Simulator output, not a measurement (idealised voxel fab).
Title: Process Module voxel lift off
Square cell edge 5 nm, section width 300 nm, ID cut.
Cross-section format: a grid of square cells, given as bands from top to bottom; each band is one or more rows of cells. Look at the band entry: it leads with the top's height and the bottom's height in nm. Then it lists the materials left to right, with a width in nm for each. The word "edge to edge" on a single material says that material fills the band edge to edge. The word "blank" is empty space. Height reference: 0 = level under which incoming wafer is all one material. Lowest band: no bottom, runs on downward, e.g. "from 0 down". The notation "30..40" denotes a width that varies across the rows of cells in the band, beginning at the first number in the top row, finishing at the second number in the bottom row, and changing by an identical amount from each row to the next. For the purposes of this document, the phrase "everything unchanged" attached to a step denotes that no cell within the cross-section was modified by that step. Listed in "Unvented internal voids": every empty space of 8 or more cells without an open way to the top. Form: width x height at distance, the distance being from the left edge, all in nm. Read whatever lies past the settings on a step's line as the simulator's own remark about the step. On any step carrying a mask, the "overlay nm" setting, if present on the step's line, tells how far right of its planned place the mask lay; negative values point to the left.

## Process steps (planned)
1 RECEIVE [material Si]
2 CONFORMAL_DEP [material Al2O3] [thk nm 10]
3 PATTERN [tone open] [mask id LINES] [material resist] [width nm 20] [pitch nm 35] [thk nm 30] [overlay nm 0]
4 DIRECTIONAL_DEP [material Ru] [thk nm 15]
5 STRIP [etch materials resist]
6 CONFORMAL_DEP [material SiCN] [thk nm 10]

## So this is the incoming wafer in cross-section - it's already been through step 1
> from 0 down  Si edge to edge
> Unvented internal voids: none

## What the wafer looks like in cross-section after this module, when it starts as shown above and follows the plan above but one mistake is made in running it
> from 25 to 15  blank 110 nm / SiCN 75 nm / blank 115 nm
> from 15 to 10  blank 110 nm / SiCN 10 nm / Ru 20 nm / SiCN 15 nm / Ru 20 nm / SiCN 10 nm / blank 115 nm
> from 10 to 0  SiCN 120 nm / Ru 20 nm / SiCN 15 nm / Ru 20 nm / SiCN 125 nm
> from 0 down  Si edge to edge
> Unvented internal voids: none
Want to know what went wrong? step 2 of the plan was jumped over and never run
